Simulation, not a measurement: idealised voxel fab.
The process module that follows is named voxel capacitor over wiring.
Square cell edge 5 nm, section width 300 nm, ID cut.
When this document writes out a cross-section, it uses a grid of square cells and lists it as bands, beginning at the top and moving down, with a band standing for one or more rows of cells. Basically the band line says how high the top is and how high the bottom is, in nm, and then what's in it from left to right, every material with its width in nm. Empty space shows up as "empty", and if a single material carries "full width" it runs the full band edge to edge. Heights are expressed relative to 0, this being the level below which the as-received wafer comprises one material exclusively. The lowest band is unbounded in the downward direction and is denoted as in "top 0, no bottom". The width entry "30 to 40" should be interpreted row by row: the top row of cells in the band takes the first number, the bottom row takes the second number, and the change between adjacent rows is uniform throughout. Take "stayed the same" at face value: in the step it is given for, the cross-section changed in none of its cells. In "Voids, fully enclosed" the enclosed voids are listed, meaning empty spaces of 8 cells or larger without any opening to the top. The form is width x height at distance, distance from the left edge, units nm. Note: text after step settings on the step line = simulator remark on that step. You can add "overlay nm" to a step's line. For a step with a mask, it describes how far the mask lay to the right of its planned position, and a negative number describes a lay to the left. Guide to the pairs. Each holds a before and an after cross-section around one process step; the after cross-section is cut off at the lowest band that changed. Look under the pair for the step between them and its settings. Pairs can come from different runs of this module on the same starting wafer, so a pair follows on from the one above it only where its entry headed "State on entry" says it does.
**State on entry**
  top 70, bottom 65 = SiN full width
  top 65, bottom 60 = TiN full width
  top 60, bottom 50 = lowk 100 / Ru 15 / lowk 185
  top 50, bottom 45 = SiCN 100 / Ru 15 / SiCN 185
  top 45, bottom 40 = SiCN 80 / Ru 40 / SiCN 60 / Ru 40 / SiCN 80
  top 40, bottom 15 = lowk 85 / TiN 5 / Cu 20 / TiN 5 / lowk 70 / TiN 5 / Cu 20 / TiN 5 / lowk 85
  top 15, bottom 10 = SiCN 85 / TiN 30 / SiCN 70 / TiN 30 / SiCN 85
  top 10, bottom 0 = TiN full width
  top 0, no bottom = Si full width
  Voids, fully enclosed: none
**After the Step**
  top 75, bottom 70 = TiN full width
  All layers under 70 are left as they were.
  Voids, fully enclosed: none
Can you say which step sits between the two cross-sections above? DIRECTIONAL_DEP with material TiN, thk nm 5
State on entry: unchanged from the after cross-section in the pair immediately above; refer to that figure.
**After the Step**
  top 90, bottom 75 = aC full width
  All layers under 75 are left as they were.
  Voids, fully enclosed: none
Can you say which step sits between the two cross-sections above? DIRECTIONAL_DEP with material aC, thk nm 15
State on entry: unchanged from the after cross-section in the pair immediately above; refer to that figure.
**After the Step**
  top 120, bottom 90 = empty 100 / resist 75 / empty 125
  All layers under 90 are left as they were.
  Voids, fully enclosed: none
Can you say which step sits between the two cross-sections above? PATTERN with tone cover, mask id UPPER_PLATE, material resist, width nm 75, thk nm 30, overlay nm 0
State on entry: unchanged from the after cross-section in the pair immediately above; refer to that figure.
**After the Step**
  top 105, bottom 90 = empty 100 / resist 75 / empty 125
  top 90, bottom 75 = empty 100 / aC 75 / empty 125
  All layers under 75 are left as they were.
  Voids, fully enclosed: none
Can you say which step sits between the two cross-sections above? DIRECTIONAL_ETCH with etch materials aC, depth nm 15
State on entry: unchanged from the after cross-section in the pair immediately above; refer to that figure.
**After the Step**
  top 90, bottom 75 = empty 100 / aC 75 / empty 125
  All layers under 75 are left as they were.
  Voids, fully enclosed: none
Can you say which step sits between the two cross-sections above? STRIP with etch materials resist
State on entry: unchanged from the after cross-section in the pair immediately above; refer to that figure.
**After the Step**
  top 90, bottom 75 = empty 100 / aC 75 / empty 125
  top 75, bottom 70 = empty 100 / TiN 75 / empty 125
  All layers under 70 are left as they were.
  Voids, fully enclosed: none
Can you say which step sits between the two cross-sections above? DIRECTIONAL_ETCH with etch materials TiN, depth nm 5
State on entry: unchanged from the after cross-section in the pair immediately above; refer to that figure.
**After the Step**
  top 90, bottom 75 = empty 100 / aC 75 / empty 125
  top 75, bottom 70 = empty 100 / TiN 75 / empty 125
  top 70, bottom 65 = empty 100 / SiN 75 / empty 125
  All layers under 65 are left as they were.
  Voids, fully enclosed: none
Can you say which step sits between the two cross-sections above? DIRECTIONAL_ETCH with etch materials SiN, depth nm 5
State on entry: unchanged from the after cross-section in the pair immediately above; refer to that figure.
**After the Step**
  top 75, bottom 70 = empty 100 / TiN 75 / empty 125
  All layers under 70 are left as they were.
  Voids, fully enclosed: none
Can you say which step sits between the two cross-sections above? STRIP with etch materials aC
State on entry: unchanged from the after cross-section in the pair immediately above; refer to that figure.
**After the Step**
  top 90, bottom 80 = empty 100 / aC 75 / empty 125
  top 80, bottom 75 = aC full width
  top 75, bottom 70 = aC 100 / TiN 75 / aC 125
  top 70, bottom 65 = aC 100 / SiN 75 / aC 125
  All layers under 65 are left as they were.
  Voids, fully enclosed: none
Can you say which step sits between the two cross-sections above? DIRECTIONAL_DEP with material aC, thk nm 15
State on entry: unchanged from the after cross-section in the pair immediately above; refer to that figure.
**After the Step**
  top 125, bottom 90 = empty 95 / resist 85 / empty 120
  top 90, bottom 80 = empty 95 / resist 5 / aC 75 / resist 5 / empty 120
  All layers under 80 are left as they were.
  Voids, fully enclosed: none
Can you say which step sits between the two cross-sections above? PATTERN with tone cover, mask id LOWER_PLATE, material resist, width nm 85, thk nm 35, overlay nm 0
State on entry: unchanged from the after cross-section in the pair immediately above; refer to that figure.
**After the Step**
  top 110, bottom 90 = empty 95 / resist 85 / empty 120
  top 90, bottom 80 = empty 95 / resist 5 / aC 75 / resist 5 / empty 120
  top 80, bottom 75 = empty 95 / aC 85 / empty 120
  top 75, bottom 70 = empty 95 / aC 5 / TiN 75 / aC 5 / empty 120
  top 70, bottom 65 = empty 95 / aC 5 / SiN 75 / aC 5 / empty 120
  All layers under 65 are left as they were.
  Voids, fully enclosed: none
Can you say which step sits between the two cross-sections above? DIRECTIONAL_ETCH with etch materials aC, depth nm 15
State on entry: unchanged from the after cross-section in the pair immediately above; refer to that figure.
**After the Step**
  top 90, bottom 80 = empty 100 / aC 75 / empty 125
  All layers under 80 are left as they were.
  Voids, fully enclosed: none
Can you say which step sits between the two cross-sections above? STRIP with etch materials resist
State on entry: unchanged from the after cross-section in the pair immediately above; refer to that figure.
**After the Step**
  top 90, bottom 80 = empty 100 / aC 75 / empty 125
  top 80, bottom 75 = empty 95 / aC 85 / empty 120
  top 75, bottom 70 = empty 95 / aC 5 / TiN 75 / aC 5 / empty 120
  top 70, bottom 65 = empty 95 / aC 5 / SiN 75 / aC 5 / empty 120
  top 65, bottom 60 = empty 95 / TiN 85 / empty 120
  All layers under 60 are left as they were.
  Voids, fully enclosed: none
Can you say which step sits between the two cross-sections above? DIRECTIONAL_ETCH with etch materials TiN, depth nm 5
State on entry: unchanged from the after cross-section in the pair immediately above; refer to that figure.
**After the Step**
  top 75, bottom 70 = empty 100 / TiN 75 / empty 125
  top 70, bottom 65 = empty 100 / SiN 75 / empty 125
  All layers under 65 are left as they were.
  Voids, fully enclosed: none
Can you say which step sits between the two cross-sections above? STRIP with etch materials aC
State on entry: unchanged from the after cross-section in the pair immediately above; refer to that figure.
**After the Step**
  top 90, bottom 75 = SiO2 full width
  top 75, bottom 70 = SiO2 100 / TiN 75 / SiO2 125
  top 70, bottom 65 = SiO2 100 / SiN 75 / SiO2 125
  top 65, bottom 60 = SiO2 95 / TiN 85 / SiO2 120
  All layers under 60 are left as they were.
  Voids, fully enclosed: none
Can you say which step sits between the two cross-sections above? FILL_DEP with material SiO2, thk nm 15
State on entry: unchanged from the after cross-section in the pair immediately above; refer to that figure.
**After the Step**
  top 85, bottom 75 = SiO2 full width
  All layers under 75 are left as they were.
  Voids, fully enclosed: none
Can you say which step sits between the two cross-sections above? CMP with height nm 85
State on entry: unchanged from the after cross-section in the pair immediately above; refer to that figure.
**After the Step**
  top 100, bottom 85 = aC full width
  All layers under 85 are left as they were.
  Voids, fully enclosed: none
Can you say which step sits between the two cross-sections above? DIRECTIONAL_DEP with material aC, thk nm 15
State on entry: unchanged from the after cross-section in the pair immediately above; refer to that figure.
**After the Step**
  top 135, bottom 100 = resist 110 / empty 15 / resist 175
  All layers under 100 are left as they were.
  Voids, fully enclosed: none
Can you say which step sits between the two cross-sections above? PATTERN with tone open, mask id PLUG_2, material resist, width nm 15, thk nm 35, overlay nm 0
State on entry: unchanged from the after cross-section in the pair immediately above; refer to that figure.
**After the Step**
  top 120, bottom 100 = resist 110 / empty 15 / resist 175
  top 100, bottom 85 = aC 110 / empty 15 / aC 175
  All layers under 85 are left as they were.
  Voids, fully enclosed: none
Can you say which step sits between the two cross-sections above? DIRECTIONAL_ETCH with etch materials aC, depth nm 15
State on entry: unchanged from the after cross-section in the pair immediately above; refer to that figure.
**After the Step**
  top 100, bottom 85 = aC 110 / empty 15 / aC 175
  All layers under 85 are left as they were.
  Voids, fully enclosed: none
Can you say which step sits between the two cross-sections above? STRIP with etch materials resist
State on entry: unchanged from the after cross-section in the pair immediately above; refer to that figure.
**After the Step**
  top 100, bottom 85 = aC 110 / empty 15 / aC 175
  top 85, bottom 75 = SiO2 110 / empty 15 / SiO2 175
  All layers under 75 are left as they were.
  Voids, fully enclosed: none
Can you say which step sits between the two cross-sections above? DIRECTIONAL_ETCH with etch materials SiO2, depth nm 10
State on entry: unchanged from the after cross-section in the pair immediately above; refer to that figure.
**After the Step**
  top 85, bottom 75 = SiO2 110 / empty 15 / SiO2 175
  All layers under 75 are left as they were.
  Voids, fully enclosed: none
Can you say which step sits between the two cross-sections above? STRIP with etch materials aC
State on entry: unchanged from the after cross-section in the pair immediately above; refer to that figure.
**After the Step**
  top 90, bottom 85 = TiN 115 / empty 5 / TiN 180
  top 85, bottom 80 = SiO2 110 / TiN 5 / empty 5 / TiN 5 / SiO2 175
  top 80, bottom 70 = SiO2 110 to 100 / TiN 15 to 75 / SiO2 175 to 125
  All layers under 70 are left as they were.
  Voids, fully enclosed: none
Can you say which step sits between the two cross-sections above? CONFORMAL_DEP with material TiN, thk nm 5
State on entry: unchanged from the after cross-section in the pair immediately above; refer to that figure.
**After the Step**
  top 100, bottom 90 = Cu full width
  top 90, bottom 85 = TiN 115 / Cu 5 / TiN 180
  top 85, bottom 80 = SiO2 110 / TiN 5 / Cu 5 / TiN 5 / SiO2 175
  All layers under 80 are left as they were.
  Voids, fully enclosed: none
Can you say which step sits between the two cross-sections above? FILL_DEP with material Cu, thk nm 10
State on entry: unchanged from the after cross-section in the pair immediately above; refer to that figure.
**After the Step**
  top 85, bottom 80 = SiO2 110 / TiN 5 / Cu 5 / TiN 5 / SiO2 175
  All layers under 80 are left as they were.
  Voids, fully enclosed: none
Can you say which step sits between the two cross-sections above? CMP with height nm 85
State on entry: unchanged from the after cross-section in the pair immediately above; refer to that figure.
**After the Step**
  top 90, bottom 85 = SiCN full width
  All layers under 85 are left as they were.
  Voids, fully enclosed: none
Can you say which step sits between the two cross-sections above? CONFORMAL_DEP with material SiCN, thk nm 5
**State on entry**
  top 40, bottom 15 = lowk full width
  top 15, bottom 10 = SiCN full width
  top 10, bottom 0 = SiO2 full width
  top 0, no bottom = Si full width
  Voids, fully enclosed: none
**After the Step**
  top 40, bottom 15 = empty 85 / lowk 30 / empty 70 / lowk 30 / empty 85
  All layers under 15 are left as they were.
  Voids, fully enclosed: none
Can you say which step sits between the two cross-sections above? MASKED_ETCH with tone cover, mask id METAL_1, width nm 30, pitch nm 100, etch materials lowk, depth nm 25, overlay nm 0
State on entry: unchanged from the after cross-section in the pair immediately above; refer to that figure.
**After the Step**
  top 45, bottom 40 = empty 80 / TiN 40 / empty 60 / TiN 40 / empty 80
  top 40, bottom 20 = empty 80 / TiN 5 / lowk 30 / TiN 5 / empty 60 / TiN 5 / lowk 30 / TiN 5 / empty 80
  top 20, bottom 15 = TiN 85 / lowk 30 / TiN 70 / lowk 30 / TiN 85
  All layers under 15 are left as they were.
  Voids, fully enclosed: none
Can you say which step sits between the two cross-sections above? CONFORMAL_DEP with material TiN, thk nm 5
State on entry: unchanged from the after cross-section in the pair immediately above; refer to that figure.
**After the Step**
  top 50, bottom 45 = Cu full width
  top 45, bottom 40 = Cu 80 / TiN 40 / Cu 60 / TiN 40 / Cu 80
  top 40, bottom 20 = Cu 80 / TiN 5 / lowk 30 / TiN 5 / Cu 60 / TiN 5 / lowk 30 / TiN 5 / Cu 80
  All layers under 20 are left as they were.
  Voids, fully enclosed: none
Can you say which step sits between the two cross-sections above? FILL_DEP with material Cu, thk nm 5
State on entry: unchanged from the after cross-section in the pair immediately above; refer to that figure.
**After the Step**
  top 40, bottom 20 = Cu 80 / TiN 5 / lowk 30 / TiN 5 / Cu 60 / TiN 5 / lowk 30 / TiN 5 / Cu 80
  All layers under 20 are left as they were.
  Voids, fully enclosed: none
Can you say which step sits between the two cross-sections above? CMP with height nm 40
State on entry: unchanged from the after cross-section in the pair immediately above; refer to that figure.
**After the Step**
  top 45, bottom 40 = Ru 90 / empty 20 / Ru 80 / empty 20 / Ru 90
  All layers under 40 are left as they were.
  Voids, fully enclosed: none
Can you say which step sits between the two cross-sections above? EPI with material Ru, thk nm 5
State on entry: unchanged from the after cross-section in the pair immediately above; refer to that figure.
**After the Step**
  top 50, bottom 45 = SiCN full width
  top 45, bottom 40 = Ru 90 / SiCN 20 / Ru 80 / SiCN 20 / Ru 90
  All layers under 40 are left as they were.
  Voids, fully enclosed: none
Can you say which step sits between the two cross-sections above? FILL_DEP with material SiCN, thk nm 5
State on entry: unchanged from the after cross-section in the pair immediately above; refer to that figure.
**After the Step**
  top 60, bottom 50 = lowk full width
  All layers under 50 are left as they were.
  Voids, fully enclosed: none
Can you say which step sits between the two cross-sections above? DIRECTIONAL_DEP with material lowk, thk nm 10
State on entry: unchanged from the after cross-section in the pair immediately above; refer to that figure.
**After the Step**
  top 75, bottom 60 = aC full width
  All layers under 60 are left as they were.
  Voids, fully enclosed: none
Can you say which step sits between the two cross-sections above? DIRECTIONAL_DEP with material aC, thk nm 15
State on entry: unchanged from the after cross-section in the pair immediately above; refer to that figure.
**After the Step**
  top 110, bottom 75 = resist 100 / empty 15 / resist 185
  All layers under 75 are left as they were.
  Voids, fully enclosed: none
Can you say which step sits between the two cross-sections above? PATTERN with tone open, mask id PLUG_1, material resist, width nm 15, thk nm 35, overlay nm 0
State on entry: unchanged from the after cross-section in the pair immediately above; refer to that figure.
**After the Step**
  top 95, bottom 75 = resist 100 / empty 15 / resist 185
  top 75, bottom 60 = aC 100 / empty 15 / aC 185
  All layers under 60 are left as they were.
  Voids, fully enclosed: none
Can you say which step sits between the two cross-sections above? DIRECTIONAL_ETCH with etch materials aC, depth nm 15
State on entry: unchanged from the after cross-section in the pair immediately above; refer to that figure.
**After the Step**
  top 75, bottom 60 = aC 100 / empty 15 / aC 185
  All layers under 60 are left as they were.
  Voids, fully enclosed: none
Can you say which step sits between the two cross-sections above? STRIP with etch materials resist
State on entry: unchanged from the after cross-section in the pair immediately above; refer to that figure.
**After the Step**
  top 75, bottom 60 = aC 100 / empty 15 / aC 185
  top 60, bottom 50 = lowk 100 / empty 15 / lowk 185
  All layers under 50 are left as they were.
  Voids, fully enclosed: none
Can you say which step sits between the two cross-sections above? DIRECTIONAL_ETCH with etch materials lowk, depth nm 10
State on entry: unchanged from the after cross-section in the pair immediately above; refer to that figure.
**After the Step**
  top 75, bottom 60 = aC 100 / empty 15 / aC 185
  top 60, bottom 50 = lowk 100 / empty 15 / lowk 185
  top 50, bottom 45 = SiCN 100 / empty 15 / SiCN 185
  All layers under 45 are left as they were.
  Voids, fully enclosed: none
Can you say which step sits between the two cross-sections above? DIRECTIONAL_ETCH with etch materials SiCN, depth nm 5
State on entry: unchanged from the after cross-section in the pair immediately above; refer to that figure.
**After the Step**
  top 60, bottom 50 = lowk 100 / empty 15 / lowk 185
  All layers under 50 are left as they were.
  Voids, fully enclosed: none
Can you say which step sits between the two cross-sections above? STRIP with etch materials aC
State on entry: unchanged from the after cross-section in the pair immediately above; refer to that figure.
**After the Step**
  top 60, bottom 55 = lowk 100 / empty 15 / lowk 185
  top 55, bottom 50 = lowk 100 / Ru 15 / lowk 185
  top 50, bottom 45 = SiCN 100 / Ru 15 / SiCN 185
  All layers under 45 are left as they were.
  Voids, fully enclosed: none
Can you say which step sits between the two cross-sections above? EPI with material Ru, thk nm 10
State on entry: unchanged from the after cross-section in the pair immediately above; refer to that figure.
**After the Step**
  top 60, bottom 50 = lowk 100 / Ru 15 / lowk 185
  All layers under 50 are left as they were.
  Voids, fully enclosed: none
Can you say which step sits between the two cross-sections above? EPI with material Ru, thk nm 5
State on entry: unchanged from the after cross-section in the pair immediately above; refer to that figure.
**After the Step**
  top 65, bottom 60 = TiN full width
  All layers under 60 are left as they were.
  Voids, fully enclosed: none
Can you say which step sits between the two cross-sections above? DIRECTIONAL_DEP with material TiN, thk nm 5
State on entry: unchanged from the after cross-section in the pair immediately above; refer to that figure.
**After the Step**
  top 70, bottom 65 = SiN full width
  All layers under 65 are left as they were.
  Voids, fully enclosed: none
Can you say which step sits between the two cross-sections above? DIRECTIONAL_DEP with material SiN, thk nm 5
State on entry: unchanged from the after cross-section in the pair immediately above; refer to that figure.
**After the Step**
  top 75, bottom 70 = TiN full width
  All layers under 70 are left as they were.
  Voids, fully enclosed: none
Can you say which step sits between the two cross-sections above? DIRECTIONAL_DEP with material TiN, thk nm 5
State on entry: unchanged from the after cross-section in the pair immediately above; refer to that figure.
**After the Step**
  top 90, bottom 75 = aC full width
  All layers under 75 are left as they were.
  Voids, fully enclosed: none
Can you say which step sits between the two cross-sections above? DIRECTIONAL_DEP with material aC, thk nm 15
State on entry: unchanged from the after cross-section in the pair immediately above; refer to that figure.
**After the Step**
  top 120, bottom 90 = empty 100 / resist 75 / empty 125
  All layers under 90 are left as they were.
  Voids, fully enclosed: none
Can you say which step sits between the two cross-sections above? PATTERN with tone cover, mask id UPPER_PLATE, material resist, width nm 75, thk nm 30, overlay nm 0
State on entry: unchanged from the after cross-section in the pair immediately above; refer to that figure.
**After the Step**
  top 105, bottom 90 = empty 100 / resist 75 / empty 125
  top 90, bottom 75 = empty 100 / aC 75 / empty 125
  All layers under 75 are left as they were.
  Voids, fully enclosed: none
Can you say which step sits between the two cross-sections above? DIRECTIONAL_ETCH with etch materials aC, depth nm 15
State on entry: unchanged from the after cross-section in the pair immediately above; refer to that figure.
**After the Step**
  top 90, bottom 75 = empty 100 / aC 75 / empty 125
  All layers under 75 are left as they were.
  Voids, fully enclosed: none
Can you say which step sits between the two cross-sections above? STRIP with etch materials resist
State on entry: unchanged from the after cross-section in the pair immediately above; refer to that figure.
**After the Step**
  top 90, bottom 75 = empty 100 / aC 75 / empty 125
  top 75, bottom 70 = empty 100 / TiN 75 / empty 125
  All layers under 70 are left as they were.
  Voids, fully enclosed: none
Can you say which step sits between the two cross-sections above? DIRECTIONAL_ETCH with etch materials TiN, depth nm 5
State on entry: unchanged from the after cross-section in the pair immediately above; refer to that figure.
**After the Step**
  top 90, bottom 75 = empty 100 / aC 75 / empty 125
  top 75, bottom 70 = empty 100 / TiN 75 / empty 125
  top 70, bottom 65 = empty 100 / SiN 75 / empty 125
  All layers under 65 are left as they were.
  Voids, fully enclosed: none
Can you say which step sits between the two cross-sections above? DIRECTIONAL_ETCH with etch materials SiN, depth nm 5
State on entry: unchanged from the after cross-section in the pair immediately above; refer to that figure.
**After the Step**
  top 75, bottom 70 = empty 100 / TiN 75 / empty 125
  All layers under 70 are left as they were.
  Voids, fully enclosed: none
Can you say which step sits between the two cross-sections above? STRIP with etch materials aC
State on entry: unchanged from the after cross-section in the pair immediately above; refer to that figure.
**After the Step**
  top 90, bottom 80 = empty 100 / aC 75 / empty 125
  top 80, bottom 75 = aC full width
  top 75, bottom 70 = aC 100 / TiN 75 / aC 125
  top 70, bottom 65 = aC 100 / SiN 75 / aC 125
  All layers under 65 are left as they were.
  Voids, fully enclosed: none
Can you say which step sits between the two cross-sections above? DIRECTIONAL_DEP with material aC, thk nm 15
State on entry: unchanged from the after cross-section in the pair immediately above; refer to that figure.
**After the Step**
  top 125, bottom 90 = empty 95 / resist 85 / empty 120
  top 90, bottom 80 = empty 95 / resist 5 / aC 75 / resist 5 / empty 120
  All layers under 80 are left as they were.
  Voids, fully enclosed: none
Can you say which step sits between the two cross-sections above? PATTERN with tone cover, mask id LOWER_PLATE, material resist, width nm 85, thk nm 35, overlay nm 0
State on entry: unchanged from the after cross-section in the pair immediately above; refer to that figure.
**After the Step**
  top 110, bottom 90 = empty 95 / resist 85 / empty 120
  top 90, bottom 80 = empty 95 / resist 5 / aC 75 / resist 5 / empty 120
  top 80, bottom 75 = empty 95 / aC 85 / empty 120
  top 75, bottom 70 = empty 95 / aC 5 / TiN 75 / aC 5 / empty 120
  top 70, bottom 65 = empty 95 / aC 5 / SiN 75 / aC 5 / empty 120
  All layers under 65 are left as they were.
  Voids, fully enclosed: none
Can you say which step sits between the two cross-sections above? DIRECTIONAL_ETCH with etch materials aC, depth nm 15
State on entry: unchanged from the after cross-section in the pair immediately above; refer to that figure.
**After the Step**
  top 90, bottom 80 = empty 100 / aC 75 / empty 125
  All layers under 80 are left as they were.
  Voids, fully enclosed: none
Can you say which step sits between the two cross-sections above? STRIP with etch materials resist
State on entry: unchanged from the after cross-section in the pair immediately above; refer to that figure.
**After the Step**
  top 90, bottom 80 = empty 100 / aC 75 / empty 125
  top 80, bottom 75 = empty 95 / aC 85 / empty 120
  top 75, bottom 70 = empty 95 / aC 5 / TiN 75 / aC 5 / empty 120
  top 70, bottom 65 = empty 95 / aC 5 / SiN 75 / aC 5 / empty 120
  top 65, bottom 60 = empty 95 / TiN 85 / empty 120
  All layers under 60 are left as they were.
  Voids, fully enclosed: none
Can you say which step sits between the two cross-sections above? DIRECTIONAL_ETCH with etch materials TiN, depth nm 5
State on entry: unchanged from the after cross-section in the pair immediately above; refer to that figure.
**After the Step**
  top 75, bottom 70 = empty 100 / TiN 75 / empty 125
  top 70, bottom 65 = empty 100 / SiN 75 / empty 125
  All layers under 65 are left as they were.
  Voids, fully enclosed: none
Can you say which step sits between the two cross-sections above? STRIP with etch materials aC
State on entry: unchanged from the after cross-section in the pair immediately above; refer to that figure.
**After the Step**
  top 90, bottom 75 = SiO2 full width
  top 75, bottom 70 = SiO2 100 / TiN 75 / SiO2 125
  top 70, bottom 65 = SiO2 100 / SiN 75 / SiO2 125
  top 65, bottom 60 = SiO2 95 / TiN 85 / SiO2 120
  All layers under 60 are left as they were.
  Voids, fully enclosed: none
Can you say which step sits between the two cross-sections above? FILL_DEP with material SiO2, thk nm 15
State on entry: unchanged from the after cross-section in the pair immediately above; refer to that figure.
**After the Step**
  top 85, bottom 75 = SiO2 full width
  All layers under 75 are left as they were.
  Voids, fully enclosed: none
Can you say which step sits between the two cross-sections above? CMP with height nm 85
State on entry: unchanged from the after cross-section in the pair immediately above; refer to that figure.
**After the Step**
  top 100, bottom 85 = aC full width
  All layers under 85 are left as they were.
  Voids, fully enclosed: none
Can you say which step sits between the two cross-sections above? DIRECTIONAL_DEP with material aC, thk nm 15
State on entry: unchanged from the after cross-section in the pair immediately above; refer to that figure.
**After the Step**
  top 135, bottom 100 = resist 110 / empty 15 / resist 175
  All layers under 100 are left as they were.
  Voids, fully enclosed: none
Can you say which step sits between the two cross-sections above? PATTERN with tone open, mask id PLUG_2, material resist, width nm 15, thk nm 35, overlay nm 0
State on entry: unchanged from the after cross-section in the pair immediately above; refer to that figure.
**After the Step**
  top 120, bottom 100 = resist 110 / empty 15 / resist 175
  top 100, bottom 85 = aC 110 / empty 15 / aC 175
  All layers under 85 are left as they were.
  Voids, fully enclosed: none
Can you say which step sits between the two cross-sections above? DIRECTIONAL_ETCH with etch materials aC, depth nm 15
State on entry: unchanged from the after cross-section in the pair immediately above; refer to that figure.
**After the Step**
  top 100, bottom 85 = aC 110 / empty 15 / aC 175
  All layers under 85 are left as they were.
  Voids, fully enclosed: none
Can you say which step sits between the two cross-sections above? STRIP with etch materials resist
State on entry: unchanged from the after cross-section in the pair immediately above; refer to that figure.
**After the Step**
  top 100, bottom 85 = aC 110 / empty 15 / aC 175
  top 85, bottom 75 = SiO2 110 / empty 15 / SiO2 175
  All layers under 75 are left as they were.
  Voids, fully enclosed: none
Can you say which step sits between the two cross-sections above? DIRECTIONAL_ETCH with etch materials SiO2, depth nm 10
State on entry: unchanged from the after cross-section in the pair immediately above; refer to that figure.
**After the Step**
  top 85, bottom 75 = SiO2 110 / empty 15 / SiO2 175
  All layers under 75 are left as they were.
  Voids, fully enclosed: none
Can you say which step sits between the two cross-sections above? STRIP with etch materials aC
State on entry: unchanged from the after cross-section in the pair immediately above; refer to that figure.
**After the Step**
  top 90, bottom 85 = TiN 115 / empty 5 / TiN 180
  top 85, bottom 80 = SiO2 110 / TiN 5 / empty 5 / TiN 5 / SiO2 175
  top 80, bottom 70 = SiO2 110 to 100 / TiN 15 to 75 / SiO2 175 to 125
  All layers under 70 are left as they were.
  Voids, fully enclosed: none
Can you say which step sits between the two cross-sections above? CONFORMAL_DEP with material TiN, thk nm 5
State on entry: unchanged from the after cross-section in the pair immediately above; refer to that figure.
**After the Step**
  top 100, bottom 90 = Cu full width
  top 90, bottom 85 = TiN 115 / Cu 5 / TiN 180
  top 85, bottom 80 = SiO2 110 / TiN 5 / Cu 5 / TiN 5 / SiO2 175
  All layers under 80 are left as they were.
  Voids, fully enclosed: none
Can you say which step sits between the two cross-sections above? FILL_DEP with material Cu, thk nm 10
State on entry: unchanged from the after cross-section in the pair immediately above; refer to that figure.
**After the Step**
  top 85, bottom 80 = SiO2 110 / TiN 5 / Cu 5 / TiN 5 / SiO2 175
  All layers under 80 are left as they were.
  Voids, fully enclosed: none
Can you say which step sits between the two cross-sections above? CMP with height nm 85
State on entry: unchanged from the after cross-section in the pair immediately above; refer to that figure.
**After the Step**
  top 90, bottom 85 = SiCN full width
  All layers under 85 are left as they were.
  Voids, fully enclosed: none
Can you say which step sits between the two cross-sections above? CONFORMAL_DEP with material SiCN, thk nm 5
